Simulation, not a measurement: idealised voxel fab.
Documented hereafter: the process module known as voxel transistor to metal.
Square cell edge 5 nm, section width 185 nm, ID cut.
A cross-section in this document is a grid of square cells, and it is written down as bands, the top band listed before the ones below it; a band is made up of one or more rows of cells.
Basically the band line says how high the top is and how high the bottom is, in nm, and then what's in it from left to right, every material with its width in nm. Empty space shows up as "air", and if a single material carries "edge to edge" it runs the full band edge to edge.
Heights are reckoned from 0. Under this level, the received wafer is all of one material. The bottommost band is open-ended downward, for example "0 down".
Note: "30->40" means the width goes from the first number (top row of the band) to the second number (bottom row) in equal steps per row of cells.
Reading "no modifications" for a step: not a cell of the cross-section changed in it.
"Completely sealed voids": empty spaces of 8 cells or more with no open way to the top, each given as width x height at distance, distance from the left edge, all in nm.
after a step's settings: what the simulator itself notes on the step
"overlay nm" denotes, for a step that has a mask, the displacement of the mask to the right of its planned place, with negative values corresponding to the left.

Listed below are the process steps as planned:
- 1: RECEIVE [material Si]
- 2: CONFORMAL_DEP [material SiO2] [thk nm 5]
- 3: CONFORMAL_DEP [material SiN] [thk nm 10]
- 4: PATTERN [tone cover] [mask id ACTIVE] [material resist] [width nm 115] [thk nm 15] [overlay nm 0]
- 5: DIRECTIONAL_ETCH [etch materials SiN] [depth nm 10]
- 6: DIRECTIONAL_ETCH [etch materials SiO2] [depth nm 5]
- 7: DIRECTIONAL_ETCH [etch materials Si] [depth nm 20]
- 8: STRIP [etch materials resist]
- 9: FILL_DEP [material SiO2] [thk nm 15]
- 10: CMP [height nm 15]
- 11: SELECTIVE_ETCH [etch materials SiO2] [depth nm 10]
- 12: STRIP [etch materials SiN]
- 13: SELECTIVE_ETCH [etch materials SiO2] [depth nm 5]
- 14: OXIDIZE [depth nm 5]
- 15: DIRECTIONAL_DEP [material polySi] [thk nm 30]
- 16: DIRECTIONAL_DEP [material SiCN] [thk nm 15]
- 17: MASKED_ETCH [tone cover] [mask id GATE] [width nm 25] [etch materials SiCN] [depth nm 25] [overlay nm 0]
- 18: MASKED_ETCH [tone cover] [mask id GATE] [width nm 25] [etch materials polySi] [depth nm 40] [overlay nm 0]
- 19: CONFORMAL_DEP [material SiO2] [thk nm 5]
- 20: DIRECTIONAL_ETCH [etch materials SiO2] [depth nm 5]
- 21: CONFORMAL_DEP [material SiN] [thk nm 10]
- 22: DIRECTIONAL_ETCH [etch materials SiN] [depth nm 10]
- 23: DIRECTIONAL_ETCH [etch materials SiO2] [depth nm 5]
- 24: DIRECTIONAL_ETCH [etch materials Si] [depth nm 15]
- 25: EPI [material pSi] [thk nm 15]
- 26: FILL_DEP [material SiO2] [thk nm 5]
- 27: CMP [height nm 30]
- 28: STRIP [etch materials polySi]
- 29: SELECTIVE_ETCH [etch materials SiO2] [depth nm 5]
- 30: CONFORMAL_DEP [material HfO2] [thk nm 5]
- 31: CONFORMAL_DEP [material TiN] [thk nm 5]
- 32: FILL_DEP [material W] [thk nm 5]
- 33: CMP [height nm 25]
- 34: DIRECTIONAL_DEP [material SiO2] [thk nm 10]
- 35: MASKED_ETCH [tone open] [mask id CONTACT] [width nm 15] [pitch nm 80] [etch materials SiO2] [depth nm 40] [overlay nm 0]
- 36: CONFORMAL_DEP [material TiN] [thk nm 5]
- 37: FILL_DEP [material Ru] [thk nm 10]
- 38: CMP [height nm 35]
- 39: CONFORMAL_DEP [material SiCN] [thk nm 5]
- 40: DIRECTIONAL_DEP [material SiO2] [thk nm 15]
- 41: PATTERN [tone open] [mask id METAL_1] [material resist] [width nm 15] [pitch nm 80] [thk nm 20] [overlay nm 0]
- 42: DIRECTIONAL_ETCH [etch materials SiO2] [depth nm 15]
- 43: DIRECTIONAL_ETCH [etch materials SiCN] [depth nm 5]
- 44: STRIP [etch materials resist]
- 45: CONFORMAL_DEP [material TiN] [thk nm 5]
- 46: FILL_DEP [material Cu] [thk nm 5]
- 47: CMP [height nm 55]
- 48: CONFORMAL_DEP [material SiN] [thk nm 5]

Wafer cross-section on receipt, i.e. after step 1:
	0 down: Si edge to edge
	Completely sealed voids: none

The plan above was carried out on the starting structure above with one mistake, and this cross-section shows the wafer at the end of the module:
	60 to 55: SiN edge to edge
	55 to 40: SiO2 45, TiN 5, Cu 5, TiN 5, SiO2 65, TiN 5, Cu 5, TiN 5, SiO2 45
	40 to 35: SiCN 45, TiN 15, SiCN 65, TiN 15, SiCN 45
	35 to 25: SiO2 45, TiN 5, Ru 5, TiN 5, SiO2 65, TiN 5, Ru 5, TiN 5, SiO2 45
	25 to 15: SiO2 45, TiN 5, Ru 5, TiN 5, SiO2 5, SiN 10, HfO2 5, TiN 5, W 15, TiN 5, HfO2 5, SiN 10, SiO2 5, TiN 5, Ru 5, TiN 5, SiO2 45
	15 to 10: SiO2 45, TiN 15, SiO2 5, SiN 10, HfO2 5, TiN 5, W 15, TiN 5, HfO2 5, SiN 10, SiO2 5, TiN 15, SiO2 45
	10 to 5: SiO2 45, TiN 5, pSi 15, SiN 10, HfO2 5, TiN 5, W 15, TiN 5, HfO2 5, SiN 10, pSi 15, TiN 5, SiO2 45
	5 to 0: SiO2 45, TiN 5, pSi 15, SiN 10, HfO2 5, TiN 25, HfO2 5, SiN 10, pSi 15, TiN 5, SiO2 45
	0 to -5: SiO2 45, TiN 5, pSi 15, SiO2 10, HfO2 35, SiO2 10, pSi 15, TiN 5, SiO2 45
	-5 to -20: SiO2 35, pSi 30, Si 55, pSi 35, SiO2 30
	-20 down: Si edge to edge
	Completely sealed voids: none
Want to know what went wrong? so step 4 ended up running with a different setting than we planned, it ran as PATTERN [tone cover] [mask id ACTIVE] [material resist] [width nm 120] [thk nm 15] [overlay nm 0]
